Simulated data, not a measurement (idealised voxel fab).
process module | voxel self aligned vias
cross-section cut | 295 nm wide | cells 5 nm
A cross-section is a grid of square cells, given in bands from the top down. A band is one or more rows of cells.
Each band's line starts with the height of the band's top and of its bottom, in nm. Then come its materials from left to right, each with its width in nm. One material with "throughout" fills the band from edge to edge. "air" is empty space.
Height 0 is the level under which the wafer as received is all one material. The lowest band goes on downwards, as in "0 down".
A width such as "30 to 40" changes by the same amount from each row of cells to the next, from the band's top row to its bottom row.
"no change" after a step means that no cell of the cross-section changed.
closed voids: empty space of 8 cells or more with no open way to the top, each as width x height at its distance from the left edge, in nm
after a step's settings: what the simulator itself notes on the step
overlay nm, on a step with a mask: how far to the right of its planned place the mask lay; to the left if negative
plan
1 op RECEIVE | material Si
2 op CONFORMAL_DEP | material SiO2 | thk nm 10
3 op CONFORMAL_DEP | material SiCN | thk nm 5
4 op DIRECTIONAL_DEP | material lowk | thk nm 30
5 op DIRECTIONAL_DEP | material aC | thk nm 15
6 op PATTERN | tone open | mask id LINES | material resist | width nm 30 | pitch nm 70 | thk nm 35 | overlay nm 0
7 op DIRECTIONAL_ETCH | etch materials aC | depth nm 15
8 op STRIP | etch materials resist
9 op DIRECTIONAL_ETCH | etch materials lowk | depth nm 30
10 op STRIP | etch materials aC
11 op CONFORMAL_DEP | material TiN | thk nm 5
12 op FILL_DEP | material W | thk nm 10
13 op CMP | height nm 45
14 op SELECTIVE_ETCH | etch materials W Ru TiN | depth nm 10
15 op FILL_DEP | material SiN | thk nm 10
16 op CMP | height nm 45
17 op DIRECTIONAL_DEP | material lowk | thk nm 20
18 op PATTERN | tone open | mask id VIAS | material resist | width nm 40 | thk nm 15 | overlay nm 0
19 op DIRECTIONAL_ETCH | etch materials lowk | depth nm 20
20 op DIRECTIONAL_ETCH | etch materials SiN | depth nm 10
21 op STRIP | etch materials resist
22 op CONFORMAL_DEP | material TiN | thk nm 5
23 op FILL_DEP | material W | thk nm 5
24 op CMP | height nm 65
25 op CONFORMAL_DEP | material SiCN | thk nm 5
first wafer, as planned
as received, after step 1
  0 down: Si throughout
  closed voids: none
after step 2
  10 to 0: SiO2 throughout
  below 0: unchanged
after step 3
  15 to 10: SiCN throughout
  below 10: unchanged
after step 4
  45 to 15: lowk throughout
  below 15: unchanged
after step 5
  60 to 45: aC throughout
  below 45: unchanged
after step 6
  95 to 60: resist 95 | air 30 | resist 40 | air 30 | resist 100
  below 60: unchanged
after step 7
  80 to 60: resist 95 | air 30 | resist 40 | air 30 | resist 100
  60 to 45: aC 95 | air 30 | aC 40 | air 30 | aC 100
  below 45: unchanged
after step 8
  60 to 45: aC 95 | air 30 | aC 40 | air 30 | aC 100
  below 45: unchanged
after step 9
  60 to 45: aC 95 | air 30 | aC 40 | air 30 | aC 100
  45 to 15: lowk 95 | air 30 | lowk 40 | air 30 | lowk 100
  below 15: unchanged
after step 10
  45 to 15: lowk 95 | air 30 | lowk 40 | air 30 | lowk 100
  below 15: unchanged
after step 11
  50 to 45: TiN 100 | air 20 | TiN 50 | air 20 | TiN 105
  45 to 20: lowk 95 | TiN 5 | air 20 | TiN 5 | lowk 40 | TiN 5 | air 20 | TiN 5 | lowk 100
  20 to 15: lowk 95 | TiN 30 | lowk 40 | TiN 30 | lowk 100
  below 15: unchanged
after step 12
  60 to 50: W throughout
  50 to 45: TiN 100 | W 20 | TiN 50 | W 20 | TiN 105
  45 to 20: lowk 95 | TiN 5 | W 20 | TiN 5 | lowk 40 | TiN 5 | W 20 | TiN 5 | lowk 100
  below 20: unchanged
after step 13
  45 to 20: lowk 95 | TiN 5 | W 20 | TiN 5 | lowk 40 | TiN 5 | W 20 | TiN 5 | lowk 100
  below 20: unchanged
after step 14
  45 to 35: lowk 95 | air 30 | lowk 40 | air 30 | lowk 100
  below 35: unchanged
after step 15
  55 to 45: SiN throughout
  45 to 35: lowk 95 | SiN 30 | lowk 40 | SiN 30 | lowk 100
  below 35: unchanged
after step 16
  45 to 35: lowk 95 | SiN 30 | lowk 40 | SiN 30 | lowk 100
  below 35: unchanged
after step 17
  65 to 45: lowk throughout
  below 45: unchanged
after step 18
  80 to 65: resist 90 | air 40 | resist 165
  below 65: unchanged
after step 19
  80 to 65: resist 90 | air 40 | resist 165
  65 to 45: lowk 90 | air 40 | lowk 165
  below 45: unchanged
after step 20
  80 to 65: resist 90 | air 40 | resist 165
  65 to 45: lowk 90 | air 40 | lowk 165
  45 to 35: lowk 95 | air 30 | lowk 40 | SiN 30 | lowk 100
  below 35: unchanged
after step 21
  65 to 45: lowk 90 | air 40 | lowk 165
  below 45: unchanged
after step 22
  70 to 65: TiN 95 | air 30 | TiN 170
  65 to 50: lowk 90 | TiN 5 | air 30 | TiN 5 | lowk 165
  50 to 45: lowk 90 | TiN 10 | air 20 | TiN 10 | lowk 165
  45 to 40: lowk 95 | TiN 5 | air 20 | TiN 5 | lowk 40 | SiN 30 | lowk 100
  40 to 35: lowk 95 | TiN 30 | lowk 40 | SiN 30 | lowk 100
  below 35: unchanged
after step 23
  75 to 70: W throughout
  70 to 65: TiN 95 | W 30 | TiN 170
  65 to 50: lowk 90 | TiN 5 | W 30 | TiN 5 | lowk 165
  50 to 45: lowk 90 | TiN 10 | W 20 | TiN 10 | lowk 165
  45 to 40: lowk 95 | TiN 5 | W 20 | TiN 5 | lowk 40 | SiN 30 | lowk 100
  below 40: unchanged
after step 24
  65 to 50: lowk 90 | TiN 5 | W 30 | TiN 5 | lowk 165
  below 50: unchanged
after step 25
  70 to 65: SiCN throughout
  below 65: unchanged
second wafer: like start, like plan, one mistake. Through step 23 it matches the first wafer
when step 24 should have ended
  70 to 65: TiN 95 | W 30 | TiN 170
  below 65: unchanged
when step 25 should have ended
  75 to 70: SiCN throughout
  below 70: unchanged
what went wrong: step 24 ran as: op CMP | height nm 70
at the end the second wafer has, in cells: 53 more of TiN | 6 more of W
